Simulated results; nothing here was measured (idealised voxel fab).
Process module, titled voxel transistor to metal
Cross-section cut: width 185 nm, square cells of 5 nm.
Cross-section spec: square-cell grid; bands listed top down; each band is one or more rows.
Top height, bottom height, nm. Materials left to right, width each, nm. Single material + "edge to edge" = fills band edge to edge. "blank" = empty.
The level at which height equals 0 is the one under which the wafer, as it arrives, is entirely one material. No lower edge exists for the bottom band, which continues downward and is notated as in "0..down".
A width given as "30..40" starts at the first number in the band's top row and ends at the second number in its bottom row, shifting by an equal amount at every step from row to row.
When a step is marked "all unchanged", none of the cells in the cross-section changed during that step.
"Closed void list" specifies each empty space that is not open to the top and that occupies no fewer than 8 cells, using the form width x height at distance, the distance measured from the left edge and all three quantities in nm.
The remark found on a step's line after its settings is issued by the simulator itself and pertains to that step.
overlay nm: on a step with a mask, how far right of its planned place the mask lay; negative means left.
The steps planned for the process are as follows
- 1: RECEIVE: material Si
- 2: CONFORMAL_DEP: material SiO2, thk nm 5
- 3: CONFORMAL_DEP: material SiN, thk nm 15
- 4: PATTERN: tone cover, mask id ACTIVE, material resist, width nm 105, thk nm 20, overlay nm 0
- 5: DIRECTIONAL_ETCH: etch materials SiN, depth nm 15
- 6: DIRECTIONAL_ETCH: etch materials SiO2, depth nm 5
- 7: DIRECTIONAL_ETCH: etch materials Si, depth nm 30
- 8: STRIP: etch materials resist
- 9: FILL_DEP: material SiO2, thk nm 5
- 10: CMP: height nm 20
- 11: SELECTIVE_ETCH: etch materials SiO2, depth nm 5
- 12: STRIP: etch materials SiN
- 13: SELECTIVE_ETCH: etch materials SiO2, depth nm 5
- 14: OXIDIZE: depth nm 5
- 15: DIRECTIONAL_DEP: material polySi, thk nm 30
- 16: DIRECTIONAL_DEP: material SiCN, thk nm 10
- 17: PATTERN: tone cover, mask id GATE, material resist, width nm 25, thk nm 20, overlay nm 0
- 18: DIRECTIONAL_ETCH: etch materials SiCN, depth nm 20
- 19: DIRECTIONAL_ETCH: etch materials polySi, depth nm 40
- 20: STRIP: etch materials resist
- 21: CONFORMAL_DEP: material SiN, thk nm 10
- 22: DIRECTIONAL_ETCH: etch materials SiN, depth nm 10
- 23: DIRECTIONAL_ETCH: etch materials SiO2, depth nm 5
- 24: DIRECTIONAL_ETCH: etch materials Si, depth nm 10
- 25: EPI: material nSi, thk nm 10
- 26: FILL_DEP: material SiO2, thk nm 10
- 27: CMP: height nm 40
- 28: DIRECTIONAL_DEP: material SiO2, thk nm 15
- 29: PATTERN: tone open, mask id CONTACT, material resist, width nm 20, pitch nm 75, thk nm 15, overlay nm 0
- 30: DIRECTIONAL_ETCH: etch materials SiO2, depth nm 60
- 31: STRIP: etch materials resist
- 32: CONFORMAL_DEP: material TiN, thk nm 5
- 33: FILL_DEP: material Ru, thk nm 5
- 34: CMP: height nm 55
- 35: DIRECTIONAL_DEP: material TiN, thk nm 5
- 36: DIRECTIONAL_DEP: material W, thk nm 20
- 37: MASKED_ETCH: tone cover, mask id METAL_1, width nm 20, pitch nm 75, etch materials W, depth nm 20, overlay nm 0
- 38: MASKED_ETCH: tone cover, mask id METAL_1, width nm 20, pitch nm 75, etch materials TiN, depth nm 5, overlay nm 0
- 39: CONFORMAL_DEP: material SiCN, thk nm 5
- 40: FILL_DEP: material SiO2, thk nm 5
- 41: CMP: height nm 80
- 42: CONFORMAL_DEP: material SiCN, thk nm 5
The first wafer of two, processed as planned
This is the cross-section of the wafer as we received it, i.e. after step 1
    0..down | Si edge to edge
    Closed void list: none
Cross-sectional representation of the wafer at the conclusion of step 2
    5..0 | SiO2 edge to edge
    Unchanged below 0.
Cross-sectional representation of the wafer at the conclusion of step 3
    20..5 | SiN edge to edge
    Unchanged below 5.
Cross-sectional representation of the wafer at the conclusion of step 4
    40..20 | blank 40 nm | resist 105 nm | blank 40 nm
    Unchanged below 20.
Cross-sectional representation of the wafer at the conclusion of step 5
    40..20 | blank 40 nm | resist 105 nm | blank 40 nm
    20..5 | blank 40 nm | SiN 105 nm | blank 40 nm
    Unchanged below 5.
Cross-sectional representation of the wafer at the conclusion of step 6
    40..20 | blank 40 nm | resist 105 nm | blank 40 nm
    20..5 | blank 40 nm | SiN 105 nm | blank 40 nm
    5..0 | blank 40 nm | SiO2 105 nm | blank 40 nm
    Unchanged below 0.
Cross-sectional representation of the wafer at the conclusion of step 7
    40..20 | blank 40 nm | resist 105 nm | blank 40 nm
    20..5 | blank 40 nm | SiN 105 nm | blank 40 nm
    5..0 | blank 40 nm | SiO2 105 nm | blank 40 nm
    0..-30 | blank 40 nm | Si 105 nm | blank 40 nm
    Unchanged below -30.
Cross-sectional representation of the wafer at the conclusion of step 8
    20..5 | blank 40 nm | SiN 105 nm | blank 40 nm
    Unchanged below 5.
Cross-sectional representation of the wafer at the conclusion of step 9
    25..20 | SiO2 edge to edge
    20..5 | SiO2 40 nm | SiN 105 nm | SiO2 40 nm
    5..0 | SiO2 edge to edge
    0..-30 | SiO2 40 nm | Si 105 nm | SiO2 40 nm
    Unchanged below -30.
Cross-sectional representation of the wafer at the conclusion of step 10
    20..5 | SiO2 40 nm | SiN 105 nm | SiO2 40 nm
    Unchanged below 5.
Cross-sectional representation of the wafer at the conclusion of step 11
    20..15 | blank 40 nm | SiN 105 nm | blank 40 nm
    Unchanged below 15.
Cross-sectional representation of the wafer at the conclusion of step 12
    15..5 | SiO2 40 nm | blank 105 nm | SiO2 40 nm
    Unchanged below 5.
Cross-sectional representation of the wafer at the conclusion of step 13
    10..0 | SiO2 35 nm | blank 115 nm | SiO2 35 nm
    Unchanged below 0.
Cross-sectional representation of the wafer at the conclusion of step 14
    10..0 | SiO2 35 nm | blank 115 nm | SiO2 35 nm
    0..-5 | SiO2 edge to edge
    Unchanged below -5.
Cross-sectional representation of the wafer at the conclusion of step 15
    40..30 | polySi 35 nm | blank 115 nm | polySi 35 nm
    30..10 | polySi edge to edge
    10..0 | SiO2 35 nm | polySi 115 nm | SiO2 35 nm
    Unchanged below 0.
Cross-sectional representation of the wafer at the conclusion of step 16
    50..40 | SiCN 35 nm | blank 115 nm | SiCN 35 nm
    40..30 | polySi 35 nm | SiCN 115 nm | polySi 35 nm
    Unchanged below 30.
Cross-sectional representation of the wafer at the conclusion of step 17
    70..50 | blank 80 nm | resist 25 nm | blank 80 nm
    50..40 | SiCN 35 nm | blank 45 nm | resist 25 nm | blank 45 nm | SiCN 35 nm
    Unchanged below 40.
Cross-sectional representation of the wafer at the conclusion of step 18
    70..40 | blank 80 nm | resist 25 nm | blank 80 nm
    40..30 | polySi 35 nm | blank 45 nm | SiCN 25 nm | blank 45 nm | polySi 35 nm
    Unchanged below 30.
Cross-sectional representation of the wafer at the conclusion of step 19
    70..40 | blank 80 nm | resist 25 nm | blank 80 nm
    40..30 | blank 80 nm | SiCN 25 nm | blank 80 nm
    30..10 | blank 80 nm | polySi 25 nm | blank 80 nm
    10..0 | SiO2 35 nm | blank 45 nm | polySi 25 nm | blank 45 nm | SiO2 35 nm
    Unchanged below 0.
Cross-sectional representation of the wafer at the conclusion of step 20
    40..30 | blank 80 nm | SiCN 25 nm | blank 80 nm
    Unchanged below 30.
Cross-sectional representation of the wafer at the conclusion of step 21
    50..40 | blank 70 nm | SiN 45 nm | blank 70 nm
    40..30 | blank 70 nm | SiN 10 nm | SiCN 25 nm | SiN 10 nm | blank 70 nm
    30..20 | blank 70 nm | SiN 10 nm | polySi 25 nm | SiN 10 nm | blank 70 nm
    20..10 | SiN 45 nm | blank 25 nm | SiN 10 nm | polySi 25 nm | SiN 10 nm | blank 25 nm | SiN 45 nm
    10..0 | SiO2 35 nm | SiN 45 nm | polySi 25 nm | SiN 45 nm | SiO2 35 nm
    Unchanged below 0.
Cross-sectional representation of the wafer at the conclusion of step 22
    40..30 | blank 70 nm | SiN 10 nm | SiCN 25 nm | SiN 10 nm | blank 70 nm
    30..10 | blank 70 nm | SiN 10 nm | polySi 25 nm | SiN 10 nm | blank 70 nm
    10..0 | SiO2 35 nm | SiN 10 nm | blank 25 nm | SiN 10 nm | polySi 25 nm | SiN 10 nm | blank 25 nm | SiN 10 nm | SiO2 35 nm
    Unchanged below 0.
Cross-sectional representation of the wafer at the conclusion of step 23
    40..30 | blank 70 nm | SiN 10 nm | SiCN 25 nm | SiN 10 nm | blank 70 nm
    30..10 | blank 70 nm | SiN 10 nm | polySi 25 nm | SiN 10 nm | blank 70 nm
    10..5 | blank 35 nm | SiN 10 nm | blank 25 nm | SiN 10 nm | polySi 25 nm | SiN 10 nm | blank 25 nm | SiN 10 nm | blank 35 nm
    5..0 | SiO2 35 nm | SiN 10 nm | blank 25 nm | SiN 10 nm | polySi 25 nm | SiN 10 nm | blank 25 nm | SiN 10 nm | SiO2 35 nm
    0..-5 | SiO2 45 nm | blank 25 nm | SiO2 45 nm | blank 25 nm | SiO2 45 nm
    Unchanged below -5.
Cross-sectional representation of the wafer at the conclusion of step 24
    40..30 | blank 70 nm | SiN 10 nm | SiCN 25 nm | SiN 10 nm | blank 70 nm
    30..10 | blank 70 nm | SiN 10 nm | polySi 25 nm | SiN 10 nm | blank 70 nm
    10..5 | blank 35 nm | SiN 10 nm | blank 25 nm | SiN 10 nm | polySi 25 nm | SiN 10 nm | blank 25 nm | SiN 10 nm | blank 35 nm
    5..0 | SiO2 35 nm | SiN 10 nm | blank 25 nm | SiN 10 nm | polySi 25 nm | SiN 10 nm | blank 25 nm | SiN 10 nm | SiO2 35 nm
    0..-5 | SiO2 45 nm | blank 25 nm | SiO2 45 nm | blank 25 nm | SiO2 45 nm
    -5..-15 | SiO2 40 nm | Si 5 nm | blank 25 nm | Si 45 nm | blank 25 nm | Si 5 nm | SiO2 40 nm
    Unchanged below -15.
Cross-sectional representation of the wafer at the conclusion of step 25
    40..30 | blank 70 nm | SiN 10 nm | SiCN 25 nm | SiN 10 nm | blank 70 nm
    30..10 | blank 70 nm | SiN 10 nm | polySi 25 nm | SiN 10 nm | blank 70 nm
    10..5 | blank 35 nm | SiN 10 nm | blank 25 nm | SiN 10 nm | polySi 25 nm | SiN 10 nm | blank 25 nm | SiN 10 nm | blank 35 nm
    5..0 | SiO2 35 nm | SiN 10 nm | nSi 10 nm | blank 5 nm | nSi 10 nm | SiN 10 nm | polySi 25 nm | SiN 10 nm | nSi 10 nm | blank 5 nm | nSi 10 nm | SiN 10 nm | SiO2 35 nm
    0..-5 | SiO2 45 nm | nSi 10 nm | blank 5 nm | nSi 10 nm | SiO2 45 nm | nSi 10 nm | blank 5 nm | nSi 10 nm | SiO2 45 nm
    -5..-15 | SiO2 40 nm | Si 5 nm | nSi 25 nm | Si 45 nm | nSi 25 nm | Si 5 nm | SiO2 40 nm
    Unchanged below -15.
Cross-sectional representation of the wafer at the conclusion of step 26
    50..40 | SiO2 edge to edge
    40..30 | SiO2 70 nm | SiN 10 nm | SiCN 25 nm | SiN 10 nm | SiO2 70 nm
    30..10 | SiO2 70 nm | SiN 10 nm | polySi 25 nm | SiN 10 nm | SiO2 70 nm
    10..5 | SiO2 35 nm | SiN 10 nm | SiO2 25 nm | SiN 10 nm | polySi 25 nm | SiN 10 nm | SiO2 25 nm | SiN 10 nm | SiO2 35 nm
    5..0 | SiO2 35 nm | SiN 10 nm | nSi 10 nm | SiO2 5 nm | nSi 10 nm | SiN 10 nm | polySi 25 nm | SiN 10 nm | nSi 10 nm | SiO2 5 nm | nSi 10 nm | SiN 10 nm | SiO2 35 nm
    0..-5 | SiO2 45 nm | nSi 10 nm | SiO2 5 nm | nSi 10 nm | SiO2 45 nm | nSi 10 nm | SiO2 5 nm | nSi 10 nm | SiO2 45 nm
    Unchanged below -5.
Cross-sectional representation of the wafer at the conclusion of step 27
    40..30 | SiO2 70 nm | SiN 10 nm | SiCN 25 nm | SiN 10 nm | SiO2 70 nm
    Unchanged below 30.
Cross-sectional representation of the wafer at the conclusion of step 28
    55..40 | SiO2 edge to edge
    Unchanged below 40.
Cross-sectional representation of the wafer at the conclusion of step 29
    70..55 | resist 45 nm | blank 20 nm | resist 55 nm | blank 20 nm | resist 45 nm
    Unchanged below 55.
Cross-sectional representation of the wafer at the conclusion of step 30
    70..55 | resist 45 nm | blank 20 nm | resist 55 nm | blank 20 nm | resist 45 nm
    55..40 | SiO2 45 nm | blank 20 nm | SiO2 55 nm | blank 20 nm | SiO2 45 nm
    40..30 | SiO2 45 nm | blank 20 nm | SiO2 5 nm | SiN 10 nm | SiCN 25 nm | SiN 10 nm | SiO2 5 nm | blank 20 nm | SiO2 45 nm
    30..10 | SiO2 45 nm | blank 20 nm | SiO2 5 nm | SiN 10 nm | polySi 25 nm | SiN 10 nm | SiO2 5 nm | blank 20 nm | SiO2 45 nm
    10..5 | SiO2 35 nm | SiN 10 nm | blank 20 nm | SiO2 5 nm | SiN 10 nm | polySi 25 nm | SiN 10 nm | SiO2 5 nm | blank 20 nm | SiN 10 nm | SiO2 35 nm
    5..0 | SiO2 35 nm | SiN 10 nm | nSi 10 nm | blank 5 nm | nSi 10 nm | SiN 10 nm | polySi 25 nm | SiN 10 nm | nSi 10 nm | blank 5 nm | nSi 10 nm | SiN 10 nm | SiO2 35 nm
    0..-5 | SiO2 45 nm | nSi 10 nm | blank 5 nm | nSi 10 nm | SiO2 45 nm | nSi 10 nm | blank 5 nm | nSi 10 nm | SiO2 45 nm
    Unchanged below -5.
Cross-sectional representation of the wafer at the conclusion of step 31
    55..40 | SiO2 45 nm | blank 20 nm | SiO2 55 nm | blank 20 nm | SiO2 45 nm
    Unchanged below 40.
Cross-sectional representation of the wafer at the conclusion of step 32
    60..55 | TiN 50 nm | blank 10 nm | TiN 65 nm | blank 10 nm | TiN 50 nm
    55..40 | SiO2 45 nm | TiN 5 nm | blank 10 nm | TiN 5 nm | SiO2 55 nm | TiN 5 nm | blank 10 nm | TiN 5 nm | SiO2 45 nm
    40..30 | SiO2 45 nm | TiN 5 nm | blank 10 nm | TiN 5 nm | SiO2 5 nm | SiN 10 nm | SiCN 25 nm | SiN 10 nm | SiO2 5 nm | TiN 5 nm | blank 10 nm | TiN 5 nm | SiO2 45 nm
    30..10 | SiO2 45 nm | TiN 5 nm | blank 10 nm | TiN 5 nm | SiO2 5 nm | SiN 10 nm | polySi 25 nm | SiN 10 nm | SiO2 5 nm | TiN 5 nm | blank 10 nm | TiN 5 nm | SiO2 45 nm
    10..5 | SiO2 35 nm | SiN 10 nm | TiN 20 nm | SiO2 5 nm | SiN 10 nm | polySi 25 nm | SiN 10 nm | SiO2 5 nm | TiN 20 nm | SiN 10 nm | SiO2 35 nm
    5..0 | SiO2 35 nm | SiN 10 nm | nSi 10 nm | TiN 5 nm | nSi 10 nm | SiN 10 nm | polySi 25 nm | SiN 10 nm | nSi 10 nm | TiN 5 nm | nSi 10 nm | SiN 10 nm | SiO2 35 nm
    0..-5 | SiO2 45 nm | nSi 10 nm | TiN 5 nm | nSi 10 nm | SiO2 45 nm | nSi 10 nm | TiN 5 nm | nSi 10 nm | SiO2 45 nm
    Unchanged below -5.
Cross-sectional representation of the wafer at the conclusion of step 33
    65..60 | Ru edge to edge
    60..55 | TiN 50 nm | Ru 10 nm | TiN 65 nm | Ru 10 nm | TiN 50 nm
    55..40 | SiO2 45 nm | TiN 5 nm | Ru 10 nm | TiN 5 nm | SiO2 55 nm | TiN 5 nm | Ru 10 nm | TiN 5 nm | SiO2 45 nm
    40..30 | SiO2 45 nm | TiN 5 nm | Ru 10 nm | TiN 5 nm | SiO2 5 nm | SiN 10 nm | SiCN 25 nm | SiN 10 nm | SiO2 5 nm | TiN 5 nm | Ru 10 nm | TiN 5 nm | SiO2 45 nm
    30..10 | SiO2 45 nm | TiN 5 nm | Ru 10 nm | TiN 5 nm | SiO2 5 nm | SiN 10 nm | polySi 25 nm | SiN 10 nm | SiO2 5 nm | TiN 5 nm | Ru 10 nm | TiN 5 nm | SiO2 45 nm
    Unchanged below 10.
Cross-sectional representation of the wafer at the conclusion of step 34
    55..40 | SiO2 45 nm | TiN 5 nm | Ru 10 nm | TiN 5 nm | SiO2 55 nm | TiN 5 nm | Ru 10 nm | TiN 5 nm | SiO2 45 nm
    Unchanged below 40.
Cross-sectional representation of the wafer at the conclusion of step 35
    60..55 | TiN edge to edge
    Unchanged below 55.
Cross-sectional representation of the wafer at the conclusion of step 36
    80..60 | W edge to edge
    Unchanged below 60.
Cross-sectional representation of the wafer at the conclusion of step 37
    80..60 | blank 45 nm | W 20 nm | blank 55 nm | W 20 nm | blank 45 nm
    Unchanged below 60.
Cross-sectional representation of the wafer at the conclusion of step 38
    80..60 | blank 45 nm | W 20 nm | blank 55 nm | W 20 nm | blank 45 nm
    60..55 | blank 45 nm | TiN 20 nm | blank 55 nm | TiN 20 nm | blank 45 nm
    Unchanged below 55.
Cross-sectional representation of the wafer at the conclusion of step 39
    85..80 | blank 40 nm | SiCN 30 nm | blank 45 nm | SiCN 30 nm | blank 40 nm
    80..60 | blank 40 nm | SiCN 5 nm | W 20 nm | SiCN 5 nm | blank 45 nm | SiCN 5 nm | W 20 nm | SiCN 5 nm | blank 40 nm
    60..55 | SiCN 45 nm | TiN 20 nm | SiCN 55 nm | TiN 20 nm | SiCN 45 nm
    Unchanged below 55.
Cross-sectional representation of the wafer at the conclusion of step 40
    90..85 | SiO2 edge to edge
    85..80 | SiO2 40 nm | SiCN 30 nm | SiO2 45 nm | SiCN 30 nm | SiO2 40 nm
    80..60 | SiO2 40 nm | SiCN 5 nm | W 20 nm | SiCN 5 nm | SiO2 45 nm | SiCN 5 nm | W 20 nm | SiCN 5 nm | SiO2 40 nm
    Unchanged below 60.
Cross-sectional representation of the wafer at the conclusion of step 41
    80..60 | SiO2 40 nm | SiCN 5 nm | W 20 nm | SiCN 5 nm | SiO2 45 nm | SiCN 5 nm | W 20 nm | SiCN 5 nm | SiO2 40 nm
    Unchanged below 60.
Cross-sectional representation of the wafer at the conclusion of step 42
    85..80 | SiCN edge to edge
    Unchanged below 80.
The second wafer was prepared from the same starting point and under the same plan as the first; its processing contained one mistake, and it remains indistinguishable from the first wafer up to and including step 36
Second wafer, sectioned view, at step 37's planned end time
    80..60 | blank 50 nm | W 15 nm | blank 60 nm | W 15 nm | blank 45 nm
    Unchanged below 60.
Second wafer, sectioned view, at step 38's planned end time
    80..60 | blank 50 nm | W 15 nm | blank 60 nm | W 15 nm | blank 45 nm
    60..55 | blank 45 nm | TiN 20 nm | blank 55 nm | TiN 20 nm | blank 45 nm
    Unchanged below 55.
Second wafer, sectioned view, at step 39's planned end time
    85..80 | blank 45 nm | SiCN 25 nm | blank 50 nm | SiCN 25 nm | blank 40 nm
    80..65 | blank 45 nm | SiCN 5 nm | W 15 nm | SiCN 5 nm | blank 50 nm | SiCN 5 nm | W 15 nm | SiCN 5 nm | blank 40 nm
    65..60 | blank 40 nm | SiCN 10 nm | W 15 nm | SiCN 5 nm | blank 45 nm | SiCN 10 nm | W 15 nm | SiCN 5 nm | blank 40 nm
    60..55 | SiCN 45 nm | TiN 20 nm | SiCN 55 nm | TiN 20 nm | SiCN 45 nm
    Unchanged below 55.
Second wafer, sectioned view, at step 40's planned end time
    90..85 | SiO2 edge to edge
    85..80 | SiO2 45 nm | SiCN 25 nm | SiO2 50 nm | SiCN 25 nm | SiO2 40 nm
    80..65 | SiO2 45 nm | SiCN 5 nm | W 15 nm | SiCN 5 nm | SiO2 50 nm | SiCN 5 nm | W 15 nm | SiCN 5 nm | SiO2 40 nm
    65..60 | SiO2 40 nm | SiCN 10 nm | W 15 nm | SiCN 5 nm | SiO2 45 nm | SiCN 10 nm | W 15 nm | SiCN 5 nm | SiO2 40 nm
    Unchanged below 60.
Second wafer, sectioned view, at step 41's planned end time
    80..65 | SiO2 45 nm | SiCN 5 nm | W 15 nm | SiCN 5 nm | SiO2 50 nm | SiCN 5 nm | W 15 nm | SiCN 5 nm | SiO2 40 nm
    Unchanged below 65.
Second wafer, sectioned view, at step 42's planned end time
    85..80 | SiCN edge to edge
    Unchanged below 80.
What broke from the plan during processing? step 37 changed vs plan, executed as MASKED_ETCH: tone cover, mask id METAL_1, width nm 15, pitch nm 75, etch materials W, depth nm 20, overlay nm 0
Counted in cells at the end, the second wafer holds more or fewer of these materials than the first: SiCN: 2 more | SiO2: 6 more | W: 8 fewer
